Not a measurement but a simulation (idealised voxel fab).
process module | voxel capacitor over wiring
cross-section cut | 280 nm wide | cells 5 nm
A cross-section is a grid of square cells, given in bands from the top down. A band is one or more rows of cells.
Each band's line starts with the height of the band's top and of its bottom, in nm. Then come its materials from left to right, each with its width in nm. One material with "throughout" fills the band from edge to edge. "air" is empty space.
Height 0 is the level under which the wafer as received is all one material. The lowest band goes on downwards, as in "0 down".
A width such as "30 to 40" changes by the same amount from each row of cells to the next, from the band's top row to its bottom row.
"no change" after a step means that no cell of the cross-section changed.
closed voids: empty space of 8 cells or more with no open way to the top, each as width x height at its distance from the left edge, in nm
after a step's settings: what the simulator itself notes on the step
overlay nm, on a step with a mask: how far to the right of its planned place the mask lay; to the left if negative
plan
1 op RECEIVE | material Si
2 op CONFORMAL_DEP | material SiO2 | thk nm 15
3 op CONFORMAL_DEP | material SiCN | thk nm 5
4 op DIRECTIONAL_DEP | material lowk | thk nm 15
5 op MASKED_ETCH | tone open | mask id METAL_1 | width nm 25 | pitch nm 90 | etch materials lowk | depth nm 15 | overlay nm 0
6 op MASKED_ETCH | tone open | mask id METAL_1 | width nm 25 | pitch nm 90 | etch materials SiCN | depth nm 5 | overlay nm 0
7 op CONFORMAL_DEP | material TiN | thk nm 5
8 op FILL_DEP | material Cu | thk nm 5
9 op CMP | height nm 35
10 op CONFORMAL_DEP | material SiCN | thk nm 5
11 op DIRECTIONAL_DEP | material SiO2 | thk nm 20
12 op MASKED_ETCH | tone open | mask id PLUG_1 | width nm 15 | etch materials SiO2 | depth nm 20 | overlay nm 0
13 op MASKED_ETCH | tone open | mask id PLUG_1 | width nm 15 | etch materials SiCN | depth nm 5 | overlay nm 0
14 op EPI | material Ru | thk nm 10
15 op EPI | material Ru | thk nm 10
16 op EPI | material Ru | thk nm 5
17 op DIRECTIONAL_DEP | material TiN | thk nm 10
18 op DIRECTIONAL_DEP | material Al2O3 | thk nm 5
19 op DIRECTIONAL_DEP | material TiN | thk nm 5
20 op PATTERN | tone cover | mask id UPPER_PLATE | material resist | width nm 70 | thk nm 15 | overlay nm 0
21 op DIRECTIONAL_ETCH | etch materials TiN | depth nm 5
22 op DIRECTIONAL_ETCH | etch materials Al2O3 | depth nm 5
23 op STRIP | etch materials resist
24 op MASKED_ETCH | tone cover | mask id LOWER_PLATE | width nm 80 | etch materials TiN | depth nm 10 | overlay nm 0
25 op FILL_DEP | material SiO2 | thk nm 20
26 op CMP | height nm 95
27 op PATTERN | tone open | mask id PLUG_2 | material resist | width nm 15 | thk nm 20 | overlay nm 0
28 op DIRECTIONAL_ETCH | etch materials SiO2 | depth nm 15
29 op STRIP | etch materials resist
30 op CONFORMAL_DEP | material TiN | thk nm 5
31 op FILL_DEP | material W | thk nm 10
32 op CMP | height nm 95
33 op CONFORMAL_DEP | material SiCN | thk nm 5
as received, after step 1
  0 down: Si throughout
  closed voids: none
a wafer at the end: this start, this plan, one mistake
  100 to 95: SiCN throughout
  95 to 85: SiO2 100 | TiN 5 | W 5 | TiN 5 | SiO2 165
  85 to 75: SiO2 100 to 90 | TiN 15 to 70 | SiO2 165 to 120
  75 to 70: SiO2 90 | Al2O3 70 | SiO2 120
  70 to 60: SiO2 80 | TiN 90 | SiO2 110
  60 to 40: SiO2 90 | Ru 15 | SiO2 175
  40 to 35: SiCN 90 | Ru 15 | SiCN 175
  35 to 20: lowk 80 | TiN 5 | Cu 15 | TiN 5 | lowk 65 | TiN 5 | Cu 15 | TiN 5 | lowk 85
  20 to 15: SiCN 80 | TiN 25 | SiCN 65 | TiN 25 | SiCN 85
  15 to 0: SiO2 throughout
  0 down: Si throughout
  closed voids: none
what went wrong: step 24 ran as: op MASKED_ETCH | tone cover | mask id LOWER_PLATE | width nm 90 | etch materials TiN | depth nm 10 | overlay nm 0
